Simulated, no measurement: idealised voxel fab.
Process module in this document: voxel capacitor over wiring
Cross-section cut: width 190 nm, square cells of 5 nm.
Just so we're on the same page, the cross-sections are grids of square cells, and they're listed out in bands top to bottom, each band one or more rows deep. Heads up on the band format: heights come first, top then bottom, in nm. After that it's the materials left to right, each with its width in nm. A single material flagged "edge to edge" fills the whole band edge to edge, and "air" means there's empty space there. The reference from which all heights are counted is 0, the level beneath which the as-received wafer is entirely one material; the lowest band, having no lower bound, proceeds downward and is written after the example "0 down". Width "30->40": first value at the band's top row of cells, second value at its bottom row, equal change from row to row. Where the words "nothing different" appear for a step, the cross-section shows no cell changed by that step; every cell remained as before. "Closed void table" contains a list of empty spaces, each no smaller than 8 cells and without an open way to the top, written in the form width x height at distance with the distance from the left edge and all three in nm. It should be noted that, on the line of a given step, the content following the step's settings is a remark produced by the simulator itself with respect to that step. overlay nm: for a step with a mask, the amount by which the mask lay right of where it was planned; a negative amount means left of it.
LISTED BELOW ARE THE PROCESS STEPS AS PLANNED
1: RECEIVE: material Si
2: CONFORMAL_DEP: material SiO2, thk nm 10
3: CONFORMAL_DEP: material SiN, thk nm 5
4: DIRECTIONAL_DEP: material SiO2, thk nm 15
5: MASKED_ETCH: tone open, mask id METAL_1, width nm 30, pitch nm 80, etch materials SiO2, depth nm 15, overlay nm 0
6: MASKED_ETCH: tone open, mask id METAL_1, width nm 30, pitch nm 80, etch materials SiN, depth nm 5, overlay nm 0
7: CONFORMAL_DEP: material TiN, thk nm 5
8: FILL_DEP: material Ru, thk nm 10
9: CMP: height nm 30
10: EPI: material Ru, thk nm 5
11: FILL_DEP: material SiCN, thk nm 5
12: DIRECTIONAL_DEP: material SiO2, thk nm 10
13: PATTERN: tone open, mask id PLUG_1, material resist, width nm 15, thk nm 15, overlay nm 0
14: DIRECTIONAL_ETCH: etch materials SiO2, depth nm 10
15: DIRECTIONAL_ETCH: etch materials SiCN, depth nm 5
16: STRIP: etch materials resist
17: CONFORMAL_DEP: material TiN, thk nm 5
18: FILL_DEP: material Cu, thk nm 10
19: CMP: height nm 50
20: DIRECTIONAL_DEP: material TiN, thk nm 5
21: DIRECTIONAL_DEP: material HfO2, thk nm 5
22: DIRECTIONAL_DEP: material TiN, thk nm 5
23: DIRECTIONAL_DEP: material aC, thk nm 10
24: PATTERN: tone cover, mask id UPPER_PLATE, material resist, width nm 55, thk nm 25, overlay nm 0
25: DIRECTIONAL_ETCH: etch materials aC, depth nm 10
26: STRIP: etch materials resist
27: DIRECTIONAL_ETCH: etch materials TiN, depth nm 5
28: DIRECTIONAL_ETCH: etch materials HfO2, depth nm 5
29: STRIP: etch materials aC
30: PATTERN: tone cover, mask id LOWER_PLATE, material resist, width nm 65, thk nm 15, overlay nm 0
31: DIRECTIONAL_ETCH: etch materials TiN, depth nm 5
32: STRIP: etch materials resist
33: FILL_DEP: material SiO2, thk nm 20
34: CMP: height nm 80
35: MASKED_ETCH: tone open, mask id PLUG_2, width nm 15, etch materials SiO2, depth nm 15, overlay nm 0
36: CONFORMAL_DEP: material TiN, thk nm 5
37: FILL_DEP: material W, thk nm 5
38: CMP: height nm 80
39: CONFORMAL_DEP: material SiN, thk nm 5
SHOWN IN CROSS-SECTION IS THE WAFER AS RECEIVED, THAT IS, AS IT STANDS AFTER STEP 1
* 0 down: Si edge to edge
* Closed void table: none
POST-MODULE CROSS-SECTION OF THE FIRST OF TWO WAFERS (RUN PER PLAN)
* 85 to 80: SiN edge to edge
* 80 to 70: 65 nm SiO2, 5 nm TiN, 5 nm W, 5 nm TiN, 110 nm SiO2
* 70 to 60: 65->55 nm SiO2, 15->55 nm TiN, 110->80 nm SiO2
* 60 to 55: 55 nm SiO2, 55 nm HfO2, 80 nm SiO2
* 55 to 50: 50 nm SiO2, 65 nm TiN, 75 nm SiO2
* 50 to 40: 55 nm SiO2, 5 nm TiN, 5 nm Cu, 5 nm TiN, 120 nm SiO2
* 40 to 35: 55 nm SiCN, 15 nm TiN, 120 nm SiCN
* 35 to 30: 35 nm SiCN, 40 nm Ru, 40 nm SiCN, 40 nm Ru, 35 nm SiCN
* 30 to 15: 40 nm SiO2, 5 nm TiN, 20 nm Ru, 5 nm TiN, 50 nm SiO2, 5 nm TiN, 20 nm Ru, 5 nm TiN, 40 nm SiO2
* 15 to 10: 40 nm SiN, 30 nm TiN, 50 nm SiN, 30 nm TiN, 40 nm SiN
* 10 to 0: SiO2 edge to edge
* 0 down: Si edge to edge
* Closed void table: none
WAFER TWO, END OF MODULE, CROSS-SECTION. SAME START, SAME PLAN AS WAFER ONE. ONE MISTAKE IN THE RUN
* 85 to 80: SiN edge to edge
* 80 to 70: 65 nm SiO2, 5 nm TiN, 5 nm W, 5 nm TiN, 110 nm SiO2
* 70 to 65: 65 nm SiO2, 15 nm TiN, 110 nm SiO2
* 65 to 60: 50 nm SiO2, 5 nm TiN, 55 nm SiO2, 5 nm TiN, 75 nm SiO2
* 60 to 55: 55 nm HfO2, 55 nm SiO2, 80 nm HfO2
* 55 to 50: TiN edge to edge
* 50 to 40: 55 nm SiO2, 5 nm TiN, 5 nm Cu, 5 nm TiN, 120 nm SiO2
* 40 to 35: 55 nm SiCN, 15 nm TiN, 120 nm SiCN
* 35 to 30: 35 nm SiCN, 40 nm Ru, 40 nm SiCN, 40 nm Ru, 35 nm SiCN
* 30 to 15: 40 nm SiO2, 5 nm TiN, 20 nm Ru, 5 nm TiN, 50 nm SiO2, 5 nm TiN, 20 nm Ru, 5 nm TiN, 40 nm SiO2
* 15 to 10: 40 nm SiN, 30 nm TiN, 50 nm SiN, 30 nm TiN, 40 nm SiN
* 10 to 0: SiO2 edge to edge
* 0 down: Si edge to edge
* Closed void table: none
Here's what went sideways: the process deviated at step 24: the operation and settings actually run there were PATTERN: tone open, mask id UPPER_PLATE, material resist, width nm 55, thk nm 25, overlay nm 0
At the finish, the second wafer shows more or fewer cells for some materials than the first does: +16 HfO2; -32 SiO2; +16 TiN
